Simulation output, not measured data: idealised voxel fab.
The document below concerns the process module designated voxel capacitor over wiring.
It is cross-section cut that appears here, measuring 220 nm in width, its square cells being 5 nm in size.
Cross-section, as written here: a square-cell grid given band by band from the top down, where a band holds one or more rows of cells.
For a band, the entry starts with two heights in nm, that of the top and then that of the bottom, and carries on with the band's materials in order from left to right, each alongside its width in nm; the word "full width" beside a single material means it fills the band edge to edge, and "empty" means empty space.
Ref level 0: as-received wafer is one material below here. Bottom band extends down with no lower bound ("0 nm and below").
Per-row width for "30..40": begins at first number (top row of band), ends at second number (bottom row), increment between rows held constant.
When a step is marked "no modification", none of the cells in the cross-section changed during that step.
"Sealed void inventory" specifies each empty space that is not open to the top and that occupies no fewer than 8 cells, using the form width x height at distance, the distance measured from the left edge and all three quantities in nm.
Where a step's line continues beyond its settings, the continuation is a remark by the simulator itself on that step.
overlay nm: where the mask lay relative to plan, measured to the right, on steps with a mask; negatives go left.
Pairs, read this way: before one process step on the one hand, after it on the other, the after cross-section ending at the lowest band that changed; the step between, settings included, beneath. Same starting wafer throughout, but possibly different runs of this module, so no pair continues from the pair above unless its entry headed "Cross-section, before" says so.

Cross-section, before
* 40 nm to 35 nm | Ru full width
* 35 nm to 30 nm | TiN 70 nm | Ru 10 nm | TiN 80 nm | Ru 10 nm | TiN 50 nm
* 30 nm to 15 nm | SiO2 65 nm | TiN 5 nm | Ru 10 nm | TiN 5 nm | SiO2 70 nm | TiN 5 nm | Ru 10 nm | TiN 5 nm | SiO2 45 nm
* 15 nm to 10 nm | SiN 65 nm | TiN 20 nm | SiN 70 nm | TiN 20 nm | SiN 45 nm
* 10 nm to 0 nm | SiO2 full width
* 0 nm and below | Si full width
* Sealed void inventory: none

Section After Processing
* 30 nm to 15 nm | SiO2 65 nm | TiN 5 nm | Ru 10 nm | TiN 5 nm | SiO2 70 nm | TiN 5 nm | Ru 10 nm | TiN 5 nm | SiO2 45 nm
* Nothing below the height 15 has changed.
* Sealed void inventory: none
The before and after cross-sections above differ by one step: CMP with height nm 30

Cross-section, before: the wafer arrives at this step looking as the after cross-section in the pair just above shows it.

Section After Processing
* 35 nm to 30 nm | empty 60 nm | Ru 30 nm | empty 60 nm | Ru 30 nm | empty 40 nm
* Nothing below the height 30 has changed.
* Sealed void inventory: none
The before and after cross-sections above differ by one step: EPI with material Ru, thk nm 5

Cross-section, before: the wafer arrives at this step looking as the after cross-section in the pair just above shows it.

Section After Processing
* 40 nm to 35 nm | SiCN full width
* 35 nm to 30 nm | SiCN 60 nm | Ru 30 nm | SiCN 60 nm | Ru 30 nm | SiCN 40 nm
* Nothing below the height 30 has changed.
* Sealed void inventory: none
The before and after cross-sections above differ by one step: FILL_DEP with material SiCN, thk nm 5

Cross-section, before: the wafer arrives at this step looking as the after cross-section in the pair just above shows it.

Section After Processing
* 60 nm to 40 nm | lowk full width
* Nothing below the height 40 has changed.
* Sealed void inventory: none
The before and after cross-sections above differ by one step: DIRECTIONAL_DEP with material lowk, thk nm 20

Cross-section, before: the wafer arrives at this step looking as the after cross-section in the pair just above shows it.

Section After Processing
* 60 nm to 40 nm | lowk 60 nm | empty 15 nm | lowk 145 nm
* Nothing below the height 40 has changed.
* Sealed void inventory: none
The before and after cross-sections above differ by one step: MASKED_ETCH with tone open, mask id PLUG_1, width nm 15, etch materials lowk, depth nm 20, overlay nm 0

Cross-section, before: the wafer arrives at this step looking as the after cross-section in the pair just above shows it.

Section After Processing
* 60 nm to 40 nm | lowk 60 nm | empty 15 nm | lowk 145 nm
* 40 nm to 35 nm | SiCN 60 nm | empty 15 nm | SiCN 145 nm
* Nothing below the height 35 has changed.
* Sealed void inventory: none
The before and after cross-sections above differ by one step: MASKED_ETCH with tone open, mask id PLUG_1, width nm 15, etch materials SiCN, depth nm 5, overlay nm 0

Cross-section, before: the wafer arrives at this step looking as the after cross-section in the pair just above shows it.

Section After Processing
* 65 nm to 60 nm | TiN 65 nm | empty 5 nm | TiN 150 nm
* 60 nm to 40 nm | lowk 60 nm | TiN 5 nm | empty 5 nm | TiN 5 nm | lowk 145 nm
* 40 nm to 35 nm | SiCN 60 nm | TiN 15 nm | SiCN 145 nm
* Nothing below the height 35 has changed.
* Sealed void inventory: none
The before and after cross-sections above differ by one step: CONFORMAL_DEP with material TiN, thk nm 5

Cross-section, before: the wafer arrives at this step looking as the after cross-section in the pair just above shows it.

Section After Processing
* 75 nm to 65 nm | Cu full width
* 65 nm to 60 nm | TiN 65 nm | Cu 5 nm | TiN 150 nm
* 60 nm to 40 nm | lowk 60 nm | TiN 5 nm | Cu 5 nm | TiN 5 nm | lowk 145 nm
* Nothing below the height 40 has changed.
* Sealed void inventory: none
The before and after cross-sections above differ by one step: FILL_DEP with material Cu, thk nm 10

Cross-section, before: the wafer arrives at this step looking as the after cross-section in the pair just above shows it.

Section After Processing
* 60 nm to 40 nm | lowk 60 nm | TiN 5 nm | Cu 5 nm | TiN 5 nm | lowk 145 nm
* Nothing below the height 40 has changed.
* Sealed void inventory: none
The before and after cross-sections above differ by one step: CMP with height nm 60

Cross-section, before: the wafer arrives at this step looking as the after cross-section in the pair just above shows it.

Section After Processing
* 70 nm to 60 nm | TiN full width
* Nothing below the height 60 has changed.
* Sealed void inventory: none
The before and after cross-sections above differ by one step: DIRECTIONAL_DEP with material TiN, thk nm 10

Cross-section, before: the wafer arrives at this step looking as the after cross-section in the pair just above shows it.

Section After Processing
* 75 nm to 70 nm | SiN full width
* Nothing below the height 70 has changed.
* Sealed void inventory: none
The before and after cross-sections above differ by one step: DIRECTIONAL_DEP with material SiN, thk nm 5

Cross-section, before: the wafer arrives at this step looking as the after cross-section in the pair just above shows it.

Section After Processing
* 80 nm to 75 nm | TiN full width
* Nothing below the height 75 has changed.
* Sealed void inventory: none
The before and after cross-sections above differ by one step: DIRECTIONAL_DEP with material TiN, thk nm 5

Cross-section, before: the wafer arrives at this step looking as the after cross-section in the pair just above shows it.

Section After Processing
* 95 nm to 80 nm | empty 60 nm | resist 75 nm | empty 85 nm
* Nothing below the height 80 has changed.
* Sealed void inventory: none
The before and after cross-sections above differ by one step: PATTERN with tone cover, mask id UPPER_PLATE, material resist, width nm 75, thk nm 15, overlay nm 0

Cross-section, before: the wafer arrives at this step looking as the after cross-section in the pair just above shows it.

Section After Processing
* 95 nm to 80 nm | empty 60 nm | resist 75 nm | empty 85 nm
* 80 nm to 75 nm | empty 60 nm | TiN 75 nm | empty 85 nm
* Nothing below the height 75 has changed.
* Sealed void inventory: none
The before and after cross-sections above differ by one step: DIRECTIONAL_ETCH with etch materials TiN, depth nm 5

Cross-section, before: the wafer arrives at this step looking as the after cross-section in the pair just above shows it.

Section After Processing
* 95 nm to 80 nm | empty 60 nm | resist 75 nm | empty 85 nm
* 80 nm to 75 nm | empty 60 nm | TiN 75 nm | empty 85 nm
* 75 nm to 70 nm | empty 60 nm | SiN 75 nm | empty 85 nm
* Nothing below the height 70 has changed.
* Sealed void inventory: none
The before and after cross-sections above differ by one step: DIRECTIONAL_ETCH with etch materials SiN, depth nm 5

Cross-section, before: the wafer arrives at this step looking as the after cross-section in the pair just above shows it.

Section After Processing
* 80 nm to 75 nm | empty 60 nm | TiN 75 nm | empty 85 nm
* Nothing below the height 75 has changed.
* Sealed void inventory: none
The before and after cross-sections above differ by one step: STRIP with etch materials resist

Cross-section, before: the wafer arrives at this step looking as the after cross-section in the pair just above shows it.

Section After Processing
* 90 nm to 80 nm | empty 60 nm | aC 75 nm | empty 85 nm
* 80 nm to 75 nm | aC 60 nm | TiN 75 nm | aC 85 nm
* 75 nm to 70 nm | aC 60 nm | SiN 75 nm | aC 85 nm
* Nothing below the height 70 has changed.
* Sealed void inventory: none
The before and after cross-sections above differ by one step: DIRECTIONAL_DEP with material aC, thk nm 10

Cross-section, before: the wafer arrives at this step looking as the after cross-section in the pair just above shows it.

Section After Processing
* 115 nm to 90 nm | empty 55 nm | resist 85 nm | empty 80 nm
* 90 nm to 80 nm | empty 55 nm | resist 5 nm | aC 75 nm | resist 5 nm | empty 80 nm
* Nothing below the height 80 has changed.
* Sealed void inventory: none
The before and after cross-sections above differ by one step: PATTERN with tone cover, mask id LOWER_PLATE, material resist, width nm 85, thk nm 25, overlay nm 0

Cross-section, before: the wafer arrives at this step looking as the after cross-section in the pair just above shows it.

Section After Processing
* 105 nm to 90 nm | empty 55 nm | resist 85 nm | empty 80 nm
* 90 nm to 80 nm | empty 55 nm | resist 5 nm | aC 75 nm | resist 5 nm | empty 80 nm
* 80 nm to 75 nm | empty 55 nm | aC 5 nm | TiN 75 nm | aC 5 nm | empty 80 nm
* 75 nm to 70 nm | empty 55 nm | aC 5 nm | SiN 75 nm | aC 5 nm | empty 80 nm
* Nothing below the height 70 has changed.
* Sealed void inventory: none
The before and after cross-sections above differ by one step: DIRECTIONAL_ETCH with etch materials aC, depth nm 10

Cross-section, before: the wafer arrives at this step looking as the after cross-section in the pair just above shows it.

Section After Processing
* 90 nm to 80 nm | empty 60 nm | aC 75 nm | empty 85 nm
* Nothing below the height 80 has changed.
* Sealed void inventory: none
The before and after cross-sections above differ by one step: STRIP with etch materials resist

Cross-section, before: the wafer arrives at this step looking as the after cross-section in the pair just above shows it.

Section After Processing
* 90 nm to 80 nm | empty 60 nm | aC 75 nm | empty 85 nm
* 80 nm to 75 nm | empty 55 nm | aC 5 nm | TiN 75 nm | aC 5 nm | empty 80 nm
* 75 nm to 70 nm | empty 55 nm | aC 5 nm | SiN 75 nm | aC 5 nm | empty 80 nm
* 70 nm to 60 nm | empty 55 nm | TiN 85 nm | empty 80 nm
* Nothing below the height 60 has changed.
* Sealed void inventory: none
The before and after cross-sections above differ by one step: DIRECTIONAL_ETCH with etch materials TiN, depth nm 10

Cross-section, before: the wafer arrives at this step looking as the after cross-section in the pair just above shows it.

Section After Processing
* 80 nm to 75 nm | empty 60 nm | TiN 75 nm | empty 85 nm
* 75 nm to 70 nm | empty 60 nm | SiN 75 nm | empty 85 nm
* Nothing below the height 70 has changed.
* Sealed void inventory: none
The before and after cross-sections above differ by one step: STRIP with etch materials aC

Cross-section, before: the wafer arrives at this step looking as the after cross-section in the pair just above shows it.

Section After Processing
* 100 nm to 80 nm | SiO2 full width
* 80 nm to 75 nm | SiO2 60 nm | TiN 75 nm | SiO2 85 nm
* 75 nm to 70 nm | SiO2 60 nm | SiN 75 nm | SiO2 85 nm
* 70 nm to 60 nm | SiO2 55 nm | TiN 85 nm | SiO2 80 nm
* Nothing below the height 60 has changed.
* Sealed void inventory: none
The before and after cross-sections above differ by one step: FILL_DEP with material SiO2, thk nm 20

Cross-section, before: the wafer arrives at this step looking as the after cross-section in the pair just above shows it.

Section After Processing
* 95 nm to 80 nm | SiO2 full width
* Nothing below the height 80 has changed.
* Sealed void inventory: none
The before and after cross-sections above differ by one step: CMP with height nm 95

Cross-section, before: the wafer arrives at this step looking as the after cross-section in the pair just above shows it.

Section After Processing
* 110 nm to 95 nm | resist 70 nm | empty 15 nm | resist 135 nm
* Nothing below the height 95 has changed.
* Sealed void inventory: none
The before and after cross-sections above differ by one step: PATTERN with tone open, mask id PLUG_2, material resist, width nm 15, thk nm 15, overlay nm 0

Cross-section, before: the wafer arrives at this step looking as the after cross-section in the pair just above shows it.

Section After Processing
* 110 nm to 95 nm | resist 70 nm | empty 15 nm | resist 135 nm
* 95 nm to 80 nm | SiO2 70 nm | empty 15 nm | SiO2 135 nm
* Nothing below the height 80 has changed.
* Sealed void inventory: none
The before and after cross-sections above differ by one step: DIRECTIONAL_ETCH with etch materials SiO2, depth nm 15

Cross-section, before: the wafer arrives at this step looking as the after cross-section in the pair just above shows it.

Section After Processing
* 95 nm to 80 nm | SiO2 70 nm | empty 15 nm | SiO2 135 nm
* Nothing below the height 80 has changed.
* Sealed void inventory: none
The before and after cross-sections above differ by one step: STRIP with etch materials resist

Cross-section, before: the wafer arrives at this step looking as the after cross-section in the pair just above shows it.

Section After Processing
* 100 nm to 95 nm | TiN 75 nm | empty 5 nm | TiN 140 nm
* 95 nm to 85 nm | SiO2 70 nm | TiN 5 nm | empty 5 nm | TiN 5 nm | SiO2 135 nm
* 85 nm to 75 nm | SiO2 70..60 nm | TiN 15..75 nm | SiO2 135..85 nm
* Nothing below the height 75 has changed.
* Sealed void inventory: none
The before and after cross-sections above differ by one step: CONFORMAL_DEP with material TiN, thk nm 5

Cross-section, before: the wafer arrives at this step looking as the after cross-section in the pair just above shows it.

Section After Processing
* 110 nm to 100 nm | Cu full width
* 100 nm to 95 nm | TiN 75 nm | Cu 5 nm | TiN 140 nm
* 95 nm to 85 nm | SiO2 70 nm | TiN 5 nm | Cu 5 nm | TiN 5 nm | SiO2 135 nm
* Nothing below the height 85 has changed.
* Sealed void inventory: none
The before and after cross-sections above differ by one step: FILL_DEP with material Cu, thk nm 10

Cross-section, before: the wafer arrives at this step looking as the after cross-section in the pair just above shows it.

Section After Processing
* 95 nm to 85 nm | SiO2 70 nm | TiN 5 nm | Cu 5 nm | TiN 5 nm | SiO2 135 nm
* Nothing below the height 85 has changed.
* Sealed void inventory: none
The before and after cross-sections above differ by one step: CMP with height nm 95

Cross-section, before: the wafer arrives at this step looking as the after cross-section in the pair just above shows it.

Section After Processing
* 100 nm to 95 nm | SiN full width
* Nothing below the height 95 has changed.
* Sealed void inventory: none
The before and after cross-sections above differ by one step: CONFORMAL_DEP with material SiN, thk nm 5

Cross-section, before
* 15 nm to 10 nm | SiN full width
* 10 nm to 0 nm | SiO2 full width
* 0 nm and below | Si full width
* Sealed void inventory: none

Section After Processing
* 30 nm to 10 nm | SiN full width
* Nothing below the height 10 has changed.
* Sealed void inventory: none
The before and after cross-sections above differ by one step: DIRECTIONAL_DEP with material SiN, thk nm 15

Cross-section, before: the wafer arrives at this step looking as the after cross-section in the pair just above shows it.

Section After Processing
* 50 nm to 30 nm | resist 55 nm | empty 20 nm | resist 70 nm | empty 20 nm | resist 55 nm
* Nothing below the height 30 has changed.
* Sealed void inventory: none
The before and after cross-sections above differ by one step: PATTERN with tone open, mask id METAL_1, material resist, width nm 20, pitch nm 90, thk nm 20, overlay nm 0

Cross-section, before: the wafer arrives at this step looking as the after cross-section in the pair just above shows it.

Section After Processing
* 50 nm to 30 nm | resist 55 nm | empty 20 nm | resist 70 nm | empty 20 nm | resist 55 nm
* 30 nm to 25 nm | SiN 55 nm | empty 20 nm | SiN 70 nm | empty 20 nm | SiN 55 nm
* Nothing below the height 25 has changed.
* Sealed void inventory: none
The before and after cross-sections above differ by one step: DIRECTIONAL_ETCH with etch materials SiN, depth nm 5

Cross-section, before: the wafer arrives at this step looking as the after cross-section in the pair just above shows it.

Section After Processing
* 30 nm to 25 nm | SiN 55 nm | empty 20 nm | SiN 70 nm | empty 20 nm | SiN 55 nm
* Nothing below the height 25 has changed.
* Sealed void inventory: none
The before and after cross-sections above differ by one step: STRIP with etch materials resist

Cross-section, before: the wafer arrives at this step looking as the after cross-section in the pair just above shows it.

Section After Processing
* 35 nm to 30 nm | TiN 60 nm | empty 10 nm | TiN 80 nm | empty 10 nm | TiN 60 nm
* 30 nm to 25 nm | SiN 55 nm | TiN 20 nm | SiN 70 nm | TiN 20 nm | SiN 55 nm
* Nothing below the height 25 has changed.
* Sealed void inventory: none
The before and after cross-sections above differ by one step: CONFORMAL_DEP with material TiN, thk nm 5

Cross-section, before: the wafer arrives at this step looking as the after cross-section in the pair just above shows it.

Section After Processing
* 40 nm to 35 nm | Ru full width
* 35 nm to 30 nm | TiN 60 nm | Ru 10 nm | TiN 80 nm | Ru 10 nm | TiN 60 nm
* Nothing below the height 30 has changed.
* Sealed void inventory: none
The before and after cross-sections above differ by one step: FILL_DEP with material Ru, thk nm 5

Cross-section, before: the wafer arrives at this step looking as the after cross-section in the pair just above shows it.

Section After Processing
* 30 nm to 25 nm | SiN 55 nm | TiN 20 nm | SiN 70 nm | TiN 20 nm | SiN 55 nm
* Nothing below the height 25 has changed.
* Sealed void inventory: none
The before and after cross-sections above differ by one step: CMP with height nm 30

Cross-section, before: the wafer arrives at this step looking as the after cross-section in the pair just above shows it.

Section After Processing
* 35 nm to 30 nm | empty 50 nm | Ru 30 nm | empty 60 nm | Ru 30 nm | empty 50 nm
* Nothing below the height 30 has changed.
* Sealed void inventory: none
The before and after cross-sections above differ by one step: EPI with material Ru, thk nm 5

Cross-section, before: the wafer arrives at this step looking as the after cross-section in the pair just above shows it.

Section After Processing
* 40 nm to 35 nm | SiCN full width
* 35 nm to 30 nm | SiCN 50 nm | Ru 30 nm | SiCN 60 nm | Ru 30 nm | SiCN 50 nm
* Nothing below the height 30 has changed.
* Sealed void inventory: none
The before and after cross-sections above differ by one step: FILL_DEP with material SiCN, thk nm 5

Cross-section, before: the wafer arrives at this step looking as the after cross-section in the pair just above shows it.

Section After Processing
* 60 nm to 40 nm | lowk full width
* Nothing below the height 40 has changed.
* Sealed void inventory: none
The before and after cross-sections above differ by one step: DIRECTIONAL_DEP with material lowk, thk nm 20

Cross-section, before: the wafer arrives at this step looking as the after cross-section in the pair just above shows it.

Section After Processing
* 60 nm to 40 nm | lowk 60 nm | empty 15 nm | lowk 145 nm
* Nothing below the height 40 has changed.
* Sealed void inventory: none
The before and after cross-sections above differ by one step: MASKED_ETCH with tone open, mask id PLUG_1, width nm 15, etch materials lowk, depth nm 20, overlay nm 0

Cross-section, before: the wafer arrives at this step looking as the after cross-section in the pair just above shows it.

Section After Processing
* 60 nm to 40 nm | lowk 60 nm | empty 15 nm | lowk 145 nm
* 40 nm to 35 nm | SiCN 60 nm | empty 15 nm | SiCN 145 nm
* Nothing below the height 35 has changed.
* Sealed void inventory: none
The before and after cross-sections above differ by one step: MASKED_ETCH with tone open, mask id PLUG_1, width nm 15, etch materials SiCN, depth nm 5, overlay nm 0

Cross-section, before: the wafer arrives at this step looking as the after cross-section in the pair just above shows it.

Section After Processing
* 65 nm to 60 nm | TiN 65 nm | empty 5 nm | TiN 150 nm
* 60 nm to 40 nm | lowk 60 nm | TiN 5 nm | empty 5 nm | TiN 5 nm | lowk 145 nm
* 40 nm to 35 nm | SiCN 60 nm | TiN 15 nm | SiCN 145 nm
* Nothing below the height 35 has changed.
* Sealed void inventory: none
The before and after cross-sections above differ by one step: CONFORMAL_DEP with material TiN, thk nm 5

Cross-section, before: the wafer arrives at this step looking as the after cross-section in the pair just above shows it.

Section After Processing
* 75 nm to 65 nm | Cu full width
* 65 nm to 60 nm | TiN 65 nm | Cu 5 nm | TiN 150 nm
* 60 nm to 40 nm | lowk 60 nm | TiN 5 nm | Cu 5 nm | TiN 5 nm | lowk 145 nm
* Nothing below the height 40 has changed.
* Sealed void inventory: none
The before and after cross-sections above differ by one step: FILL_DEP with material Cu, thk nm 10

Cross-section, before: the wafer arrives at this step looking as the after cross-section in the pair just above shows it.

Section After Processing
* 60 nm to 40 nm | lowk 60 nm | TiN 5 nm | Cu 5 nm | TiN 5 nm | lowk 145 nm
* Nothing below the height 40 has changed.
* Sealed void inventory: none
The before and after cross-sections above differ by one step: CMP with height nm 60

Cross-section, before: the wafer arrives at this step looking as the after cross-section in the pair just above shows it.

Section After Processing
* 70 nm to 60 nm | TiN full width
* Nothing below the height 60 has changed.
* Sealed void inventory: none
The before and after cross-sections above differ by one step: DIRECTIONAL_DEP with material TiN, thk nm 10

Cross-section, before: the wafer arrives at this step looking as the after cross-section in the pair just above shows it.

Section After Processing
* 75 nm to 70 nm | SiN full width
* Nothing below the height 70 has changed.
* Sealed void inventory: none
The before and after cross-sections above differ by one step: DIRECTIONAL_DEP with material SiN, thk nm 5

Cross-section, before: the wafer arrives at this step looking as the after cross-section in the pair just above shows it.

Section After Processing
* 80 nm to 75 nm | TiN full width
* Nothing below the height 75 has changed.
* Sealed void inventory: none
The before and after cross-sections above differ by one step: DIRECTIONAL_DEP with material TiN, thk nm 5

Cross-section, before: the wafer arrives at this step looking as the after cross-section in the pair just above shows it.

Section After Processing
* 95 nm to 80 nm | empty 60 nm | resist 75 nm | empty 85 nm
* Nothing below the height 80 has changed.
* Sealed void inventory: none
The before and after cross-sections above differ by one step: PATTERN with tone cover, mask id UPPER_PLATE, material resist, width nm 75, thk nm 15, overlay nm 0

Cross-section, before: the wafer arrives at this step looking as the after cross-section in the pair just above shows it.

Section After Processing
* 95 nm to 80 nm | empty 60 nm | resist 75 nm | empty 85 nm
* 80 nm to 75 nm | empty 60 nm | TiN 75 nm | empty 85 nm
* Nothing below the height 75 has changed.
* Sealed void inventory: none
The before and after cross-sections above differ by one step: DIRECTIONAL_ETCH with etch materials TiN, depth nm 5

Cross-section, before: the wafer arrives at this step looking as the after cross-section in the pair just above shows it.

Section After Processing
* 95 nm to 80 nm | empty 60 nm | resist 75 nm | empty 85 nm
* 80 nm to 75 nm | empty 60 nm | TiN 75 nm | empty 85 nm
* 75 nm to 70 nm | empty 60 nm | SiN 75 nm | empty 85 nm
* Nothing below the height 70 has changed.
* Sealed void inventory: none
The before and after cross-sections above differ by one step: DIRECTIONAL_ETCH with etch materials SiN, depth nm 5

Cross-section, before: the wafer arrives at this step looking as the after cross-section in the pair just above shows it.

Section After Processing
* 80 nm to 75 nm | empty 60 nm | TiN 75 nm | empty 85 nm
* Nothing below the height 75 has changed.
* Sealed void inventory: none
The before and after cross-sections above differ by one step: STRIP with etch materials resist

Cross-section, before: the wafer arrives at this step looking as the after cross-section in the pair just above shows it.

Section After Processing
* 90 nm to 80 nm | empty 60 nm | aC 75 nm | empty 85 nm
* 80 nm to 75 nm | aC 60 nm | TiN 75 nm | aC 85 nm
* 75 nm to 70 nm | aC 60 nm | SiN 75 nm | aC 85 nm
* Nothing below the height 70 has changed.
* Sealed void inventory: none
The before and after cross-sections above differ by one step: DIRECTIONAL_DEP with material aC, thk nm 10

Cross-section, before: the wafer arrives at this step looking as the after cross-section in the pair just above shows it.

Section After Processing
* 115 nm to 90 nm | empty 55 nm | resist 85 nm | empty 80 nm
* 90 nm to 80 nm | empty 55 nm | resist 5 nm | aC 75 nm | resist 5 nm | empty 80 nm
* Nothing below the height 80 has changed.
* Sealed void inventory: none
The before and after cross-sections above differ by one step: PATTERN with tone cover, mask id LOWER_PLATE, material resist, width nm 85, thk nm 25, overlay nm 0

Cross-section, before: the wafer arrives at this step looking as the after cross-section in the pair just above shows it.

Section After Processing
* 105 nm to 90 nm | empty 55 nm | resist 85 nm | empty 80 nm
* 90 nm to 80 nm | empty 55 nm | resist 5 nm | aC 75 nm | resist 5 nm | empty 80 nm
* 80 nm to 75 nm | empty 55 nm | aC 5 nm | TiN 75 nm | aC 5 nm | empty 80 nm
* 75 nm to 70 nm | empty 55 nm | aC 5 nm | SiN 75 nm | aC 5 nm | empty 80 nm
* Nothing below the height 70 has changed.
* Sealed void inventory: none
The before and after cross-sections above differ by one step: DIRECTIONAL_ETCH with etch materials aC, depth nm 10

Cross-section, before: the wafer arrives at this step looking as the after cross-section in the pair just above shows it.

Section After Processing
* 90 nm to 80 nm | empty 60 nm | aC 75 nm | empty 85 nm
* Nothing below the height 80 has changed.
* Sealed void inventory: none
The before and after cross-sections above differ by one step: STRIP with etch materials resist

Cross-section, before: the wafer arrives at this step looking as the after cross-section in the pair just above shows it.

Section After Processing
* 90 nm to 80 nm | empty 60 nm | aC 75 nm | empty 85 nm
* 80 nm to 75 nm | empty 55 nm | aC 5 nm | TiN 75 nm | aC 5 nm | empty 80 nm
* 75 nm to 70 nm | empty 55 nm | aC 5 nm | SiN 75 nm | aC 5 nm | empty 80 nm
* 70 nm to 60 nm | empty 55 nm | TiN 85 nm | empty 80 nm
* Nothing below the height 60 has changed.
* Sealed void inventory: none
The before and after cross-sections above differ by one step: DIRECTIONAL_ETCH with etch materials TiN, depth nm 10

Cross-section, before: the wafer arrives at this step looking as the after cross-section in the pair just above shows it.

Section After Processing
* 80 nm to 75 nm | empty 60 nm | TiN 75 nm | empty 85 nm
* 75 nm to 70 nm | empty 60 nm | SiN 75 nm | empty 85 nm
* Nothing below the height 70 has changed.
* Sealed void inventory: none
The before and after cross-sections above differ by one step: STRIP with etch materials aC

Cross-section, before: the wafer arrives at this step looking as the after cross-section in the pair just above shows it.

Section After Processing
* 100 nm to 80 nm | SiO2 full width
* 80 nm to 75 nm | SiO2 60 nm | TiN 75 nm | SiO2 85 nm
* 75 nm to 70 nm | SiO2 60 nm | SiN 75 nm | SiO2 85 nm
* 70 nm to 60 nm | SiO2 55 nm | TiN 85 nm | SiO2 80 nm
* Nothing below the height 60 has changed.
* Sealed void inventory: none
The before and after cross-sections above differ by one step: FILL_DEP with material SiO2, thk nm 20

Cross-section, before: the wafer arrives at this step looking as the after cross-section in the pair just above shows it.

Section After Processing
* 95 nm to 80 nm | SiO2 full width
* Nothing below the height 80 has changed.
* Sealed void inventory: none
The before and after cross-sections above differ by one step: CMP with height nm 95

Cross-section, before: the wafer arrives at this step looking as the after cross-section in the pair just above shows it.

Section After Processing
* 110 nm to 95 nm | resist 70 nm | empty 15 nm | resist 135 nm
* Nothing below the height 95 has changed.
* Sealed void inventory: none
The before and after cross-sections above differ by one step: PATTERN with tone open, mask id PLUG_2, material resist, width nm 15, thk nm 15, overlay nm 0

Cross-section, before: the wafer arrives at this step looking as the after cross-section in the pair just above shows it.

Section After Processing
* 110 nm to 95 nm | resist 70 nm | empty 15 nm | resist 135 nm
* 95 nm to 80 nm | SiO2 70 nm | empty 15 nm | SiO2 135 nm
* Nothing below the height 80 has changed.
* Sealed void inventory: none
The before and after cross-sections above differ by one step: DIRECTIONAL_ETCH with etch materials SiO2, depth nm 15

Cross-section, before: the wafer arrives at this step looking as the after cross-section in the pair just above shows it.

Section After Processing
* 95 nm to 80 nm | SiO2 70 nm | empty 15 nm | SiO2 135 nm
* Nothing below the height 80 has changed.
* Sealed void inventory: none
The before and after cross-sections above differ by one step: STRIP with etch materials resist

Cross-section, before: the wafer arrives at this step looking as the after cross-section in the pair just above shows it.

Section After Processing
* 100 nm to 95 nm | TiN 75 nm | empty 5 nm | TiN 140 nm
* 95 nm to 85 nm | SiO2 70 nm | TiN 5 nm | empty 5 nm | TiN 5 nm | SiO2 135 nm
* 85 nm to 75 nm | SiO2 70..60 nm | TiN 15..75 nm | SiO2 135..85 nm
* Nothing below the height 75 has changed.
* Sealed void inventory: none
The before and after cross-sections above differ by one step: CONFORMAL_DEP with material TiN, thk nm 5

Cross-section, before: the wafer arrives at this step looking as the after cross-section in the pair just above shows it.

Section After Processing
* 110 nm to 100 nm | Cu full width
* 100 nm to 95 nm | TiN 75 nm | Cu 5 nm | TiN 140 nm
* 95 nm to 85 nm | SiO2 70 nm | TiN 5 nm | Cu 5 nm | TiN 5 nm | SiO2 135 nm
* Nothing below the height 85 has changed.
* Sealed void inventory: none
The before and after cross-sections above differ by one step: FILL_DEP with material Cu, thk nm 10

Cross-section, before: the wafer arrives at this step looking as the after cross-section in the pair just above shows it.

Section After Processing
* 95 nm to 85 nm | SiO2 70 nm | TiN 5 nm | Cu 5 nm | TiN 5 nm | SiO2 135 nm
* Nothing below the height 85 has changed.
* Sealed void inventory: none
The before and after cross-sections above differ by one step: CMP with height nm 95

Cross-section, before: the wafer arrives at this step looking as the after cross-section in the pair just above shows it.

Section After Processing
* 100 nm to 95 nm | SiN full width
* Nothing below the height 95 has changed.
* Sealed void inventory: none
The before and after cross-sections above differ by one step: CONFORMAL_DEP with material SiN, thk nm 5

Cross-section, before
* 95 nm to 80 nm | SiO2 full width
* 80 nm to 75 nm | SiO2 60 nm | TiN 75 nm | SiO2 85 nm
* 75 nm to 70 nm | SiO2 60 nm | SiN 75 nm | SiO2 85 nm
* 70 nm to 60 nm | SiO2 55 nm | TiN 85 nm | SiO2 80 nm
* 60 nm to 40 nm | lowk 60 nm | TiN 5 nm | Cu 5 nm | TiN 5 nm | lowk 145 nm
* 40 nm to 35 nm | SiCN 60 nm | TiN 15 nm | SiCN 145 nm
* 35 nm to 30 nm | SiCN 50 nm | Ru 30 nm | SiCN 60 nm | Ru 30 nm | SiCN 50 nm
* 30 nm to 15 nm | SiO2 55 nm | TiN 5 nm | Ru 10 nm | TiN 5 nm | SiO2 70 nm | TiN 5 nm | Ru 10 nm | TiN 5 nm | SiO2 55 nm
* 15 nm to 10 nm | SiN 55 nm | TiN 20 nm | SiN 70 nm | TiN 20 nm | SiN 55 nm
* 10 nm to 0 nm | SiO2 full width
* 0 nm and below | Si full width
* Sealed void inventory: none

Section After Processing
* 110 nm to 95 nm | empty 70 nm | resist 15 nm | empty 135 nm
* Nothing below the height 95 has changed.
* Sealed void inventory: none
The before and after cross-sections above differ by one step: PATTERN with tone cover, mask id PLUG_2, material resist, width nm 15, thk nm 15, overlay nm 0

Cross-section, before: the wafer arrives at this step looking as the after cross-section in the pair just above shows it.

Section After Processing
* 110 nm to 95 nm | empty 70 nm | resist 15 nm | empty 135 nm
* 95 nm to 80 nm | empty 70 nm | SiO2 15 nm | empty 135 nm
* Nothing below the height 80 has changed.
* Sealed void inventory: none
The before and after cross-sections above differ by one step: DIRECTIONAL_ETCH with etch materials SiO2, depth nm 15

Cross-section, before: the wafer arrives at this step looking as the after cross-section in the pair just above shows it.

Section After Processing
* 95 nm to 80 nm | empty 70 nm | SiO2 15 nm | empty 135 nm
* Nothing below the height 80 has changed.
* Sealed void inventory: none
The before and after cross-sections above differ by one step: STRIP with etch materials resist

Cross-section, before: the wafer arrives at this step looking as the after cross-section in the pair just above shows it.

Section After Processing
* 100 nm to 95 nm | empty 65 nm | TiN 25 nm | empty 130 nm
* 95 nm to 85 nm | empty 65 nm | TiN 5 nm | SiO2 15 nm | TiN 5 nm | empty 130 nm
* 85 nm to 80 nm | TiN 70 nm | SiO2 15 nm | TiN 135 nm
* Nothing below the height 80 has changed.
* Sealed void inventory: none
The before and after cross-sections above differ by one step: CONFORMAL_DEP with material TiN, thk nm 5
